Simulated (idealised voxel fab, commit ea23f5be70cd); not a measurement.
Module name: voxel self aligned contacts (process module)
cross-section cut | 210 nm wide | cells 5 nm
In this document a cross-section is written as a grid of square cells. It is given as a series of bands, listed from the top down, and a band is one or more rows of cells.
Each band's line starts with the height of the band's top and of its bottom, in nm. Then come its materials from left to right, each with its width in nm. One material with "full width" fills the band from edge to edge. "empty" is empty space.
Height datum 0, below which the as-received substrate wafer is one material. Lowest band open at the bottom, running downward: "0 and below".
Think of "30->40" as a width that walks from the first number to the second as you go down the band, top row to bottom row, taking equal-sized steps from row to row.
Where a step carries "no alteration", the cross-section came out of it unchanged, cell for cell.
Any empty space of 8 cells or more lacking an open way to the top shows up in "Closed void catalog" as width x height at distance, distance from the left edge, in nm.
On each step's line, the part that comes after the settings is the simulator's own comment on the step.
overlay nm: mask offset rightward from planned place, masked step; negative means leftward offset.
### Planned step list for the process
- 1: RECEIVE (material Si)
- 2: OXIDIZE (depth nm 5)
- 3: DIRECTIONAL_DEP (material polySi; thk nm 30)
- 4: DIRECTIONAL_DEP (material SiN; thk nm 20)
- 5: MASKED_ETCH (tone cover; mask id GATE; width nm 25; pitch nm 60; etch materials SiN; depth nm 20; overlay nm 0)
- 6: MASKED_ETCH (tone cover; mask id GATE; width nm 25; pitch nm 60; etch materials polySi; depth nm 30; overlay nm 0)
- 7: CONFORMAL_DEP (material SiN; thk nm 10)
- 8: DIRECTIONAL_ETCH (etch materials SiN; depth nm 10)
- 9: FILL_DEP (material SiO2; thk nm 15)
- 10: CMP (height nm 60)
- 11: MASKED_ETCH (tone open; mask id CONTACT; width nm 45; etch materials SiO2; depth nm 65; overlay nm 0)
- 12: CONFORMAL_DEP (material TiN; thk nm 5)
- 13: FILL_DEP (material W; thk nm 10)
- 14: CMP (height nm 60)
- 15: CONFORMAL_DEP (material SiN; thk nm 5)
### This is the cross-section of the wafer as we received it, i.e. after step 1
> 0 and below | Si full width
> Closed void catalog: none
### first wafer at the end, as planned
> 65 down to 60 | SiN full width
> 60 down to 50 | 80 of SiO2, 5->20 of TiN, 35->5 of W, 5->20 of TiN, 85 of SiO2
> 50 down to 30 | 50 of SiO2, 45 of SiN, 5 of TiN, 5 of W, 5 of TiN, 45 of SiN, 55 of SiO2
> 30 down to 0 | 50 of SiO2, 10 of SiN, 25 of polySi, 10 of SiN, 5 of TiN, 5 of W, 5 of TiN, 10 of SiN, 25 of polySi, 10 of SiN, 55 of SiO2
> 0 down to -5 | 95 of SiO2, 15 of TiN, 100 of SiO2
> -5 and below | Si full width
> Closed void catalog: none
### Cross-section, wafer two of two, end of module: same start and plan as wafer one, one error in execution
> 65 down to 60 | SiN full width
> 60 down to 35 | 50 of SiO2, 10 of SiN, 25 of polySi, 10 of SiN, 5 of TiN, 5 of W, 5 of TiN, 10 of SiN, 25 of polySi, 10 of SiN, 55 of SiO2
> 35 down to 30 | 50 of SiO2, 10 of SiN, 25 of polySi, 10 of SiN, 15 of TiN, 10 of SiN, 25 of polySi, 10 of SiN, 55 of SiO2
> 30 down to 0 | polySi full width
> 0 down to -5 | SiO2 full width
> -5 and below | Si full width
> Closed void catalog: none
In executing the process, a mistake was made relative to the plan: step 3 in the plan was executed twice
The final cell counts differ between the wafers, with the second having more or fewer of some materials than the first: 72 fewer of SiN, 147 fewer of SiO2, 20 fewer of TiN, 13 fewer of W, 252 more of polySi
